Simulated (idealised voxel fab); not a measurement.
Process module heading - voxel quadruple lines
For reference, the cross-section in this document is cut, with width 235 nm and square cells of 5 nm.
We lay out every cross-section as a grid of square cells and spell it out in bands from the top down, where one band means one or more rows of cells. Top height, bottom height, nm. Materials left to right, width each, nm. Single material + "everywhere" = fills band edge to edge. "air" = empty. All heights in this document are referenced to 0, defined as the level beneath which the wafer, as received, consists entirely of one material. The lowest band is not bounded below; it extends indefinitely downward and is written in the form "0 -> down". Top row gets the first number, bottom row gets the second, and each row in between changes by the same step: that is how a band width like "30->40" works. "remains unaltered" for a step: no cell of the cross-section changed in that step. Listed in "Encapsulated voids": every empty space of 8 or more cells without an open way to the top. Form: width x height at distance, the distance being from the left edge, all in nm. If you see something after the settings on a step's line, that's the simulator's own remark about that step. overlay nm: how far to the right of its planned place the mask lay on this masked step (negative: to the left).
## Here's what the planned process steps look like
1: RECEIVE | material Si
2: CONFORMAL_DEP | material SiO2 | thk nm 5
3: DIRECTIONAL_DEP | material Ru | thk nm 15
4: DIRECTIONAL_DEP | material polySi | thk nm 15
5: DIRECTIONAL_DEP | material aC | thk nm 25
6: PATTERN | tone cover | mask id MANDREL | material resist | width nm 25 | pitch nm 80 | thk nm 35 | overlay nm 0
7: DIRECTIONAL_ETCH | etch materials aC | depth nm 25
8: STRIP | etch materials resist
9: CONFORMAL_DEP | material SiO2 | thk nm 15
10: DIRECTIONAL_ETCH | etch materials SiO2 | depth nm 15
11: STRIP | etch materials aC
12: DIRECTIONAL_ETCH | etch materials polySi | depth nm 15
13: STRIP | etch materials SiO2
14: CONFORMAL_DEP | material SiCN | thk nm 5
15: DIRECTIONAL_ETCH | etch materials SiCN | depth nm 5
16: STRIP | etch materials polySi
17: DIRECTIONAL_ETCH | etch materials Ru | depth nm 15
18: STRIP | etch materials SiCN
## Wafer at receipt (post step 1), cross-section
  0 -> down: Si everywhere
  Encapsulated voids: none
## Here's the cross-section of the first of our two wafers at the end of the module - it ran as planned
  20 -> 5: air 45; Ru 5; air 15; Ru 5; air 15; Ru 5; air 15; Ru 5; air 15; Ru 5; air 15; Ru 5; air 15; Ru 5; air 15; Ru 5; air 45
  5 -> 0: SiO2 everywhere
  0 -> down: Si everywhere
  Encapsulated voids: none
## Cross-section of the latter of the two wafers at module completion. It had an identical start and an identical plan to the former; in running it, one mistake was made
  25 -> 10: air 45; Ru 5; air 15; Ru 5; air 15; Ru 5; air 15; Ru 5; air 15; Ru 5; air 15; Ru 5; air 15; Ru 5; air 15; Ru 5; air 45
  10 -> 5: Ru everywhere
  5 -> 0: SiO2 everywhere
  0 -> down: Si everywhere
  Encapsulated voids: none
Processing error: step 3 did not use the planned setting and instead ran as DIRECTIONAL_DEP | material Ru | thk nm 20
The final cell counts differ between the wafers, with the second having more or fewer of some materials than the first: 47 more of Ru
